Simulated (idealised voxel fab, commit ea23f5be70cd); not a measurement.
The following is a process module called voxel released beams.
In the cross-section labelled cut, the width is 185 nm and each square cell is 5 nm.
In what follows, cross-sections appear as grids of square cells, described through bands that run from the top down, where every band is one or more rows of cells. Heights first: top, then bottom, in nm. Then materials, left to right, each with a width in nm. "throughout" on a single material: fills the band edge to edge. "blank": empty space. For the purposes of this specification, 0 denotes the height below which the wafer in its as-received condition is composed wholly of one material, and the lowermost band, lacking a lower limit, extends downward without end, as expressed in "0 -> down". You'd read "30..40" like this: the band's top row of cells is as wide as the first number, its bottom row is as wide as the second, and going down, every row changes width by the same amount as the row before did. What does "no change occurred" mean for a step? It means no cell of the cross-section changed in that step. Reported under the label "Sealed-off cavities" are the empty spaces having no open way to the top and comprising 8 cells or more; the notation for each is width x height at distance, in which the distance is measured from the left edge and all three values are in nm. On a step's line, text after the settings is the simulator commenting on that step. "overlay nm" on a masked step: distance the mask lay right of its planned place, negative for left.

**List of planned process steps**
- 1: RECEIVE (material Si)
- 2: CONFORMAL_DEP (material Al2O3; thk nm 10)
- 3: DIRECTIONAL_DEP (material SiO2; thk nm 20)
- 4: DIRECTIONAL_DEP (material aC; thk nm 10)
- 5: PATTERN (tone open; mask id ANCHOR; material resist; width nm 45; thk nm 30; overlay nm -15)
- 6: DIRECTIONAL_ETCH (etch materials aC; depth nm 10)
- 7: STRIP (etch materials resist)
- 8: DIRECTIONAL_ETCH (etch materials SiO2; depth nm 20)
- 9: STRIP (etch materials aC)
- 10: CONFORMAL_DEP (material polySi; thk nm 15)
- 11: MASKED_ETCH (tone cover; mask id BEAM; width nm 110; etch materials polySi; depth nm 15; overlay nm 0)
- 12: STRIP (etch materials SiO2)
For clarity, it should be stated that the wafers under discussion commence in an identical condition and differ with respect to the overlay nm of step 5, the plan indicating the value that the first wafer had.

**This is how the first of several wafers looked in cross-section when it arrived, which is after step 1**
> 0 -> down  Si throughout
> Sealed-off cavities: none

**Basically each wafer gets a line in the table, showing it at the end of the module: material by material, the cells it gained (+) or lost (-) since we got it, then its closed voids**
overlay nm -15, +74 Al2O3, +90 polySi, Sealed-off cavities: none
overlay nm -10, +74 Al2O3, +90 polySi, Sealed-off cavities: none
overlay nm -5, +74 Al2O3, +90 polySi, Sealed-off cavities: none
overlay nm 0, +74 Al2O3, +90 polySi, Sealed-off cavities: none
overlay nm 5, +74 Al2O3, +90 polySi, Sealed-off cavities: none
overlay nm 10, +74 Al2O3, +90 polySi, Sealed-off cavities: none
overlay nm 15, +74 Al2O3, +90 polySi, Sealed-off cavities: none
